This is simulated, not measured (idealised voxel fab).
This section sets out a process module, namely voxel fin reveal.
The figure presents cross-section cut, which has a width of 180 nm and is divided into square cells with an edge length of 5 nm.
A cross-section is written here as square cells arranged in a grid, and it is given in bands from the top down, each band taking up one or more rows of cells. It is stipulated that each band's entry specify, in nanometres, the height of the top of the band and then that of its bottom, followed by the materials of the band in left-to-right sequence, each together with its width in nanometres. A single material marked by the word "all across" is understood to fill the band from edge to edge; the word "blank" is understood to denote empty space. Where do heights start? At 0: under that level the wafer as delivered is made of one material only. And the lowest band has no floor; it just carries on downward, as in "0 nm and below". It should be noted that a width expressed as "30 to 40" varies in equal increments from row to row of cells within the band, taking the value of the first number at the top row and that of the second number at the bottom row. "no alteration", as given for a step, is the statement that not any cell of the cross-section underwent a change during that step. If an empty space has no open way to the top and is at least 8 cells in size, "Closed void listing" lists it, written width x height at distance, where distance is measured from the left edge and every value is in nm. On each step's line, the part that comes after the settings is the simulator's own comment on the step. overlay nm: right-of-plan distance of the mask on a masked step; negative values mean left-of-plan.

PLANNED PROCESS STEPS
step 1: RECEIVE: material Si
step 2: CONFORMAL_DEP: material SiN, thk nm 10
step 3: PATTERN: tone cover, mask id FINS, material resist, width nm 15, pitch nm 45, thk nm 15, overlay nm 0
step 4: DIRECTIONAL_ETCH: etch materials SiN, depth nm 10
step 5: DIRECTIONAL_ETCH: etch materials Si, depth nm 40
step 6: STRIP: etch materials resist
step 7: OXIDIZE: depth nm 5
step 8: FILL_DEP: material SiO2, thk nm 10
step 9: CMP: height nm 10
step 10: SELECTIVE_ETCH: etch materials SiO2, depth nm 30
step 11: STRIP: etch materials SiN
step 12: CONFORMAL_DEP: material HfO2, thk nm 5

FIRST WAFER, AS PLANNED

CROSS-SECTION OF THE WAFER AT RECEIPT, WHICH IS THE CONDITION AFTER STEP 1
	0 nm and below: Si all across
	Closed void listing: none

WAFER AFTER STEP 2 (CROSS-SECTION)
	10 nm to 0 nm: SiN all across
	Note: structure below 0 unchanged.

WAFER AFTER STEP 3 (CROSS-SECTION)
	25 nm to 10 nm: 60 blank | 15 resist | 30 blank | 15 resist | 60 blank
	Note: structure below 10 unchanged.

WAFER AFTER STEP 4 (CROSS-SECTION)
	25 nm to 10 nm: 60 blank | 15 resist | 30 blank | 15 resist | 60 blank
	10 nm to 0 nm: 60 blank | 15 SiN | 30 blank | 15 SiN | 60 blank
	Note: structure below 0 unchanged.

WAFER AFTER STEP 5 (CROSS-SECTION)
	25 nm to 10 nm: 60 blank | 15 resist | 30 blank | 15 resist | 60 blank
	10 nm to 0 nm: 60 blank | 15 SiN | 30 blank | 15 SiN | 60 blank
	0 nm to -40 nm: 60 blank | 15 Si | 30 blank | 15 Si | 60 blank
	Note: structure below -40 unchanged.

WAFER AFTER STEP 6 (CROSS-SECTION)
	10 nm to 0 nm: 60 blank | 15 SiN | 30 blank | 15 SiN | 60 blank
	Note: structure below 0 unchanged.

WAFER AFTER STEP 7 (CROSS-SECTION)
	10 nm to 0 nm: 60 blank | 15 SiN | 30 blank | 15 SiN | 60 blank
	0 nm to -40 nm: 60 blank | 5 SiO2 | 5 Si | 5 SiO2 | 30 blank | 5 SiO2 | 5 Si | 5 SiO2 | 60 blank
	-40 nm to -45 nm: 65 SiO2 | 5 Si | 40 SiO2 | 5 Si | 65 SiO2
	Note: structure below -45 unchanged.

WAFER AFTER STEP 8 (CROSS-SECTION)
	20 nm to 10 nm: SiO2 all across
	10 nm to 0 nm: 60 SiO2 | 15 SiN | 30 SiO2 | 15 SiN | 60 SiO2
	0 nm to -45 nm: 65 SiO2 | 5 Si | 40 SiO2 | 5 Si | 65 SiO2
	Note: structure below -45 unchanged.

WAFER AFTER STEP 9 (CROSS-SECTION)
	10 nm to 0 nm: 60 SiO2 | 15 SiN | 30 SiO2 | 15 SiN | 60 SiO2
	Note: structure below 0 unchanged.

WAFER AFTER STEP 10 (CROSS-SECTION)
	10 nm to 0 nm: 60 blank | 15 SiN | 30 blank | 15 SiN | 60 blank
	0 nm to -20 nm: 65 blank | 5 Si | 40 blank | 5 Si | 65 blank
	Note: structure below -20 unchanged.

WAFER AFTER STEP 11 (CROSS-SECTION)
	0 nm to -20 nm: 65 blank | 5 Si | 40 blank | 5 Si | 65 blank
	Note: structure below -20 unchanged.

WAFER AFTER STEP 12 (CROSS-SECTION)
	5 nm to 0 nm: 60 blank | 15 HfO2 | 30 blank | 15 HfO2 | 60 blank
	0 nm to -15 nm: 60 blank | 5 HfO2 | 5 Si | 5 HfO2 | 30 blank | 5 HfO2 | 5 Si | 5 HfO2 | 60 blank
	-15 nm to -20 nm: 65 HfO2 | 5 Si | 40 HfO2 | 5 Si | 65 HfO2
	Note: structure below -20 unchanged.

SECOND WAFER: SAME START AND SAME PLAN AS THE FIRST, ONE EXECUTION ERROR; IDENTICAL TO THE FIRST THROUGH STEP 2

WHEN STEP 3 SHOULD HAVE ENDED
	25 nm to 10 nm: 70 blank | 15 resist | 30 blank | 15 resist | 50 blank
	Note: structure below 10 unchanged.

WHEN STEP 4 SHOULD HAVE ENDED
	25 nm to 10 nm: 70 blank | 15 resist | 30 blank | 15 resist | 50 blank
	10 nm to 0 nm: 70 blank | 15 SiN | 30 blank | 15 SiN | 50 blank
	Note: structure below 0 unchanged.

WHEN STEP 5 SHOULD HAVE ENDED
	25 nm to 10 nm: 70 blank | 15 resist | 30 blank | 15 resist | 50 blank
	10 nm to 0 nm: 70 blank | 15 SiN | 30 blank | 15 SiN | 50 blank
	0 nm to -40 nm: 70 blank | 15 Si | 30 blank | 15 Si | 50 blank
	Note: structure below -40 unchanged.

WHEN STEP 6 SHOULD HAVE ENDED
	10 nm to 0 nm: 70 blank | 15 SiN | 30 blank | 15 SiN | 50 blank
	Note: structure below 0 unchanged.

WHEN STEP 7 SHOULD HAVE ENDED
	10 nm to 0 nm: 70 blank | 15 SiN | 30 blank | 15 SiN | 50 blank
	0 nm to -40 nm: 70 blank | 5 SiO2 | 5 Si | 5 SiO2 | 30 blank | 5 SiO2 | 5 Si | 5 SiO2 | 50 blank
	-40 nm to -45 nm: 75 SiO2 | 5 Si | 40 SiO2 | 5 Si | 55 SiO2
	Note: structure below -45 unchanged.

WHEN STEP 8 SHOULD HAVE ENDED
	20 nm to 10 nm: SiO2 all across
	10 nm to 0 nm: 70 SiO2 | 15 SiN | 30 SiO2 | 15 SiN | 50 SiO2
	0 nm to -45 nm: 75 SiO2 | 5 Si | 40 SiO2 | 5 Si | 55 SiO2
	Note: structure below -45 unchanged.

WHEN STEP 9 SHOULD HAVE ENDED
	10 nm to 0 nm: 70 SiO2 | 15 SiN | 30 SiO2 | 15 SiN | 50 SiO2
	Note: structure below 0 unchanged.

WHEN STEP 10 SHOULD HAVE ENDED
	10 nm to 0 nm: 70 blank | 15 SiN | 30 blank | 15 SiN | 50 blank
	0 nm to -20 nm: 75 blank | 5 Si | 40 blank | 5 Si | 55 blank
	Note: structure below -20 unchanged.

WHEN STEP 11 SHOULD HAVE ENDED
	0 nm to -20 nm: 75 blank | 5 Si | 40 blank | 5 Si | 55 blank
	Note: structure below -20 unchanged.

WHEN STEP 12 SHOULD HAVE ENDED
	5 nm to 0 nm: 70 blank | 15 HfO2 | 30 blank | 15 HfO2 | 50 blank
	0 nm to -15 nm: 70 blank | 5 HfO2 | 5 Si | 5 HfO2 | 30 blank | 5 HfO2 | 5 Si | 5 HfO2 | 50 blank
	-15 nm to -20 nm: 75 HfO2 | 5 Si | 40 HfO2 | 5 Si | 55 HfO2
	Note: structure below -20 unchanged.
Misprocessing identified: step 3 went in with a setting other than planned; the actual run was PATTERN: tone cover, mask id FINS, material resist, width nm 15, pitch nm 45, thk nm 15, overlay nm 10
Final state: per-material cell counts identical on both wafers; locations differ.
